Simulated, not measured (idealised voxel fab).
The following is a process module called voxel released beams.
Section cut is 260 nm wide and gridded with 5 nm square cells.
Each cross-section below is a grid of square cells, stated as bands in top-down order, with one or more rows of cells making up each band. What a band's entry tells you: where the top is and where the bottom is, as heights in nm, and after that what lies inside, material by material from left to right, each with its width in nm. Empty space is written as the word "empty", and a single material marked with the word "everywhere" occupies the band from edge to edge. Height 0 is the level under which the wafer as received is all one material. The lowest band goes on downwards, as in "0 -> down". Width "30 to 40": first value at the band's top row of cells, second value at its bottom row, equal change from row to row. Any step labelled "nothing was modified" changed none of the cells in the cross-section. The entry titled "Internal closed voids" provides the empty spaces that have no open way to the top, restricted to those of 8 cells or more. Each is presented as width x height at distance, the distance being measured from the left edge, with all three in nm. Whatever follows a step's settings on its line is a remark the simulator itself makes about that step. When a step includes a mask, the "overlay nm" setting on its line states how far to the right of its planned place that mask lay, and negative values state how far to the left.
PROCESS STEPS - PLAN
1: op RECEIVE | material Si
2: op CONFORMAL_DEP | material SiN | thk nm 5
3: op DIRECTIONAL_DEP | material SiO2 | thk nm 20
4: op DIRECTIONAL_DEP | material aC | thk nm 15
5: op PATTERN | tone open | mask id ANCHOR | material resist | width nm 25 | thk nm 30 | overlay nm 0
6: op DIRECTIONAL_ETCH | etch materials aC | depth nm 15
7: op STRIP | etch materials resist
8: op DIRECTIONAL_ETCH | etch materials SiO2 | depth nm 20
9: op STRIP | etch materials aC
10: op CONFORMAL_DEP | material W | thk nm 10
11: op PATTERN | tone cover | mask id BEAM | material resist | width nm 80 | thk nm 15 | overlay nm 0
12: op DIRECTIONAL_ETCH | etch materials W | depth nm 10
13: op STRIP | etch materials resist
14: op STRIP | etch materials SiO2
RUN AS PLANNED: FIRST OF TWO WAFERS
CROSS-SECTION OF THE INCOMING WAFER, STATE AFTER STEP 1
  0 -> down | Si everywhere
  Internal closed voids: none
THE FOLLOWING CROSS-SECTION DEPICTS THE WAFER UPON COMPLETION OF STEP 2
  5 -> 0 | SiN everywhere
  Below 0 it's all the same as before, nothing changed down there.
THE FOLLOWING CROSS-SECTION DEPICTS THE WAFER UPON COMPLETION OF STEP 3
  25 -> 5 | SiO2 everywhere
  Below 5 it's all the same as before, nothing changed down there.
THE FOLLOWING CROSS-SECTION DEPICTS THE WAFER UPON COMPLETION OF STEP 4
  40 -> 25 | aC everywhere
  Below 25 it's all the same as before, nothing changed down there.
THE FOLLOWING CROSS-SECTION DEPICTS THE WAFER UPON COMPLETION OF STEP 5
  70 -> 40 | resist (90)  empty (25)  resist (145)
  Below 40 it's all the same as before, nothing changed down there.
THE FOLLOWING CROSS-SECTION DEPICTS THE WAFER UPON COMPLETION OF STEP 6
  55 -> 40 | resist (90)  empty (25)  resist (145)
  40 -> 25 | aC (90)  empty (25)  aC (145)
  Below 25 it's all the same as before, nothing changed down there.
THE FOLLOWING CROSS-SECTION DEPICTS THE WAFER UPON COMPLETION OF STEP 7
  40 -> 25 | aC (90)  empty (25)  aC (145)
  Below 25 it's all the same as before, nothing changed down there.
THE FOLLOWING CROSS-SECTION DEPICTS THE WAFER UPON COMPLETION OF STEP 8
  40 -> 25 | aC (90)  empty (25)  aC (145)
  25 -> 5 | SiO2 (90)  empty (25)  SiO2 (145)
  Below 5 it's all the same as before, nothing changed down there.
THE FOLLOWING CROSS-SECTION DEPICTS THE WAFER UPON COMPLETION OF STEP 9
  25 -> 5 | SiO2 (90)  empty (25)  SiO2 (145)
  Below 5 it's all the same as before, nothing changed down there.
THE FOLLOWING CROSS-SECTION DEPICTS THE WAFER UPON COMPLETION OF STEP 10
  35 -> 25 | W (100)  empty (5)  W (155)
  25 -> 15 | SiO2 (90)  W (10)  empty (5)  W (10)  SiO2 (145)
  15 -> 5 | SiO2 (90)  W (25)  SiO2 (145)
  Below 5 it's all the same as before, nothing changed down there.
THE FOLLOWING CROSS-SECTION DEPICTS THE WAFER UPON COMPLETION OF STEP 11
  50 -> 35 | empty (85)  resist (80)  empty (95)
  35 -> 25 | W (100)  resist (5)  W (155)
  25 -> 15 | SiO2 (90)  W (10)  resist (5)  W (10)  SiO2 (145)
  Below 15 it's all the same as before, nothing changed down there.
THE FOLLOWING CROSS-SECTION DEPICTS THE WAFER UPON COMPLETION OF STEP 12
  50 -> 35 | empty (85)  resist (80)  empty (95)
  35 -> 25 | empty (85)  W (15)  resist (5)  W (60)  empty (95)
  Below 25 it's all the same as before, nothing changed down there.
THE FOLLOWING CROSS-SECTION DEPICTS THE WAFER UPON COMPLETION OF STEP 13
  35 -> 25 | empty (85)  W (15)  empty (5)  W (60)  empty (95)
  25 -> 15 | SiO2 (90)  W (10)  empty (5)  W (10)  SiO2 (145)
  Below 15 it's all the same as before, nothing changed down there.
THE FOLLOWING CROSS-SECTION DEPICTS THE WAFER UPON COMPLETION OF STEP 14
  35 -> 25 | empty (85)  W (15)  empty (5)  W (60)  empty (95)
  25 -> 15 | empty (90)  W (10)  empty (5)  W (10)  empty (145)
  15 -> 5 | empty (90)  W (25)  empty (145)
  Below 5 it's all the same as before, nothing changed down there.
WAFER TWO. SAME START, SAME PLAN, ONE SLIP IN EXECUTION. SAME AS WAFER ONE THROUGH STEP 9, INCLUSIVE
SECOND WAFER, SECTIONED VIEW, AT STEP 10'S PLANNED END TIME
  40 -> 25 | W everywhere
  25 -> 5 | SiO2 (90)  W (25)  SiO2 (145)
  Below 5 it's all the same as before, nothing changed down there.
SECOND WAFER, SECTIONED VIEW, AT STEP 11'S PLANNED END TIME
  55 -> 40 | empty (85)  resist (80)  empty (95)
  Below 40 it's all the same as before, nothing changed down there.
SECOND WAFER, SECTIONED VIEW, AT STEP 12'S PLANNED END TIME
  55 -> 40 | empty (85)  resist (80)  empty (95)
  40 -> 30 | empty (85)  W (80)  empty (95)
  Below 30 it's all the same as before, nothing changed down there.
SECOND WAFER, SECTIONED VIEW, AT STEP 13'S PLANNED END TIME
  40 -> 30 | empty (85)  W (80)  empty (95)
  Below 30 it's all the same as before, nothing changed down there.
Second wafer, sectioned view, at step 14's planned end time: nothing was modified
Deviation noted in wafer processing: the process deviated at step 10: the operation and settings actually run there were op CONFORMAL_DEP | material W | thk nm 15
The second wafer ends with more or fewer cells of some materials than the first, per final count: +188 SiO2 | +56 W
